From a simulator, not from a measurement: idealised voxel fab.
process module | voxel capacitor over wiring
cross-section cut | 225 nm wide | cells 5 nm
A cross-section is a grid of square cells, given in bands from the top down. A band is one or more rows of cells.
Each band's line starts with the height of the band's top and of its bottom, in nm. Then come its materials from left to right, each with its width in nm. One material with "throughout" fills the band from edge to edge. "air" is empty space.
Height 0 is the level under which the wafer as received is all one material. The lowest band goes on downwards, as in "0 down".
A width such as "30 to 40" changes by the same amount from each row of cells to the next, from the band's top row to its bottom row.
"no change" after a step means that no cell of the cross-section changed.
closed voids: empty space of 8 cells or more with no open way to the top, each as width x height at its distance from the left edge, in nm
after a step's settings: what the simulator itself notes on the step
overlay nm, on a step with a mask: how far to the right of its planned place the mask lay; to the left if negative
plan
1 op RECEIVE | material Si
2 op CONFORMAL_DEP | material SiO2 | thk nm 10
3 op DIRECTIONAL_DEP | material TiN | thk nm 5
4 op DIRECTIONAL_DEP | material Ru | thk nm 15
5 op DIRECTIONAL_DEP | material aC | thk nm 10
6 op PATTERN | tone cover | mask id METAL_1 | material resist | width nm 30 | pitch nm 80 | thk nm 25 | overlay nm 0
7 op DIRECTIONAL_ETCH | etch materials aC | depth nm 10
8 op STRIP | etch materials resist
9 op DIRECTIONAL_ETCH | etch materials Ru | depth nm 15
10 op DIRECTIONAL_ETCH | etch materials TiN | depth nm 5
11 op STRIP | etch materials aC
12 op CONFORMAL_DEP | material SiCN | thk nm 5
13 op FILL_DEP | material lowk | thk nm 10
14 op CMP | height nm 30
15 op CONFORMAL_DEP | material SiCN | thk nm 5
16 op DIRECTIONAL_DEP | material SiO2 | thk nm 20
17 op MASKED_ETCH | tone open | mask id PLUG_1 | width nm 15 | etch materials SiO2 | depth nm 20 | overlay nm 0
18 op MASKED_ETCH | tone open | mask id PLUG_1 | width nm 15 | etch materials SiCN | depth nm 5 | overlay nm 0
19 op EPI | material Ru | thk nm 10
20 op EPI | material Ru | thk nm 10
21 op EPI | material Ru | thk nm 5
22 op DIRECTIONAL_DEP | material TiN | thk nm 10
23 op DIRECTIONAL_DEP | material Al2O3 | thk nm 5
24 op DIRECTIONAL_DEP | material TiN | thk nm 5
25 op DIRECTIONAL_DEP | material aC | thk nm 10
26 op PATTERN | tone cover | mask id UPPER_PLATE | material resist | width nm 55 | thk nm 30 | overlay nm 0
27 op DIRECTIONAL_ETCH | etch materials aC | depth nm 10
28 op STRIP | etch materials resist
29 op DIRECTIONAL_ETCH | etch materials TiN | depth nm 5
30 op DIRECTIONAL_ETCH | etch materials Al2O3 | depth nm 5
31 op STRIP | etch materials aC
32 op PATTERN | tone cover | mask id LOWER_PLATE | material resist | width nm 65 | thk nm 15 | overlay nm 0
33 op DIRECTIONAL_ETCH | etch materials TiN | depth nm 10
34 op STRIP | etch materials resist
35 op FILL_DEP | material SiO2 | thk nm 20
36 op CMP | height nm 90
37 op PATTERN | tone open | mask id PLUG_2 | material resist | width nm 15 | thk nm 20 | overlay nm 0
38 op DIRECTIONAL_ETCH | etch materials SiO2 | depth nm 15
39 op STRIP | etch materials resist
40 op CONFORMAL_DEP | material TiN | thk nm 5
41 op FILL_DEP | material Cu | thk nm 10
42 op CMP | height nm 90
43 op CONFORMAL_DEP | material SiCN | thk nm 5
as received, after step 1
  0 down: Si throughout
  closed voids: none
first wafer at the end, as planned
  95 to 90: SiCN throughout
  90 to 80: SiO2 80 | TiN 5 | Cu 5 | TiN 5 | SiO2 130
  80 to 70: SiO2 80 to 70 | TiN 15 to 55 | SiO2 130 to 100
  70 to 65: SiO2 70 | Al2O3 55 | SiO2 100
  65 to 55: SiO2 65 | TiN 65 | SiO2 95
  55 to 35: SiO2 70 | Ru 15 | SiO2 140
  35 to 30: SiCN 70 | Ru 15 | SiCN 140
  30 to 15: lowk 50 | SiCN 5 | Ru 30 | SiCN 5 | lowk 40 | SiCN 5 | Ru 30 | SiCN 5 | lowk 55
  15 to 10: SiCN 55 | TiN 30 | SiCN 50 | TiN 30 | SiCN 60
  10 to 0: SiO2 throughout
  0 down: Si throughout
  closed voids: none
second wafer at the end: like start, like plan, one mistake
  95 to 90: SiCN throughout
  90 to 80: SiO2 80 | TiN 5 | Cu 5 | TiN 5 | SiO2 130
  80 to 75: SiO2 80 | TiN 15 | SiO2 130
  75 to 70: SiO2 throughout
  70 to 65: SiO2 70 | Al2O3 55 | SiO2 100
  65 to 55: TiN 65 | SiO2 5 | TiN 55 | SiO2 5 | TiN 95
  55 to 35: SiO2 70 | Ru 15 | SiO2 140
  35 to 30: SiCN 70 | Ru 15 | SiCN 140
  30 to 15: lowk 50 | SiCN 5 | Ru 30 | SiCN 5 | lowk 40 | SiCN 5 | Ru 30 | SiCN 5 | lowk 55
  15 to 10: SiCN 55 | TiN 30 | SiCN 50 | TiN 30 | SiCN 60
  10 to 0: SiO2 throughout
  0 down: Si throughout
  closed voids: none
what went wrong: step 32 ran as: op PATTERN | tone open | mask id LOWER_PLATE | material resist | width nm 65 | thk nm 15 | overlay nm 0
at the end the second wafer has, in cells: 49 fewer of SiO2 | 49 more of TiN
